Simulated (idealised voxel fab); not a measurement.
Process module, titled voxel ribs on slabs
We display cut, a cross-section 240 nm in width whose square cells are each 5 nm.
Heads up, the way a cross-section reads in here is a grid of square cells, handed over as bands from the top down, with every band being one or more rows of cells.
A band entry consists of two parts. The first gives the height of the band's top and the height of its bottom, in nm. The rest lists the band's materials from left to right, each with its width in nm. A single material labelled with the word "throughout" fills the band from edge to edge, and the word "empty" marks empty space.
Height reference: 0 = level under which incoming wafer is all one material. Lowest band: no bottom, runs on downward, e.g. "0 down".
Width spec "30..40" -> top row of cells at first value, bottom row at second value, equal per-row change in between.
No cell of the cross-section changed in a step that is given as "no change".
Entry "Cavities, closed" = empty spaces >= 8 cells with no open way to the top; each as width x height at distance, distance from left edge, all nm.
That trailing text on a step's line, after the settings, is the simulator's own remark on the step.
Steps that use a mask can have "overlay nm" on their line. It says how far the mask sat to the right of where it was meant to be. Negative means to the left.

Process steps - plan:
1: RECEIVE: material Si
2: DIRECTIONAL_DEP: material SiO2, thk nm 25
3: DIRECTIONAL_DEP: material polySi, thk nm 20
4: PATTERN: tone cover, mask id RIB, material resist, width nm 25, thk nm 15, overlay nm 0
5: DIRECTIONAL_ETCH: etch materials polySi, depth nm 5
6: STRIP: etch materials resist
7: PATTERN: tone cover, mask id SLAB, material resist, width nm 75, thk nm 20, overlay nm 0
8: DIRECTIONAL_ETCH: etch materials polySi, depth nm 15
9: STRIP: etch materials resist
10: FILL_DEP: material SiO2, thk nm 25
11: CMP: height nm 65
12: DIRECTIONAL_DEP: material TiN, thk nm 10
13: MASKED_ETCH: tone cover, mask id HEATER, width nm 35, etch materials TiN, depth nm 10, overlay nm 0
14: CONFORMAL_DEP: material SiO2, thk nm 5

Cross-section, incoming material, after step 1:
* 0 down = Si throughout
* Cavities, closed: none

Cross-sectional image of the first of two wafers at the end of the module, the run having proceeded as planned:
* 80 to 75 = empty 95 / SiO2 45 / empty 100
* 75 to 70 = empty 95 / SiO2 5 / TiN 35 / SiO2 5 / empty 100
* 70 to 65 = SiO2 100 / TiN 35 / SiO2 105
* 65 to 45 = SiO2 throughout
* 45 to 40 = SiO2 105 / polySi 25 / SiO2 110
* 40 to 25 = SiO2 80 / polySi 75 / SiO2 85
* 25 to 0 = SiO2 throughout
* 0 down = Si throughout
* Cavities, closed: none

Second wafer cross-section at end of module - shared start and plan with the first, one mistake in the run:
* 75 to 65 = empty 100 / TiN 35 / empty 105
* 65 to 45 = SiO2 throughout
* 45 to 40 = SiO2 105 / polySi 25 / SiO2 110
* 40 to 25 = SiO2 80 / polySi 75 / SiO2 85
* 25 to 0 = SiO2 throughout
* 0 down = Si throughout
* Cavities, closed: none
What went wrong in running the wafer? yeah, step 14 of the plan got skipped, never ran
Materials where the second wafer ends with more or fewer cells than the first: -52 SiO2
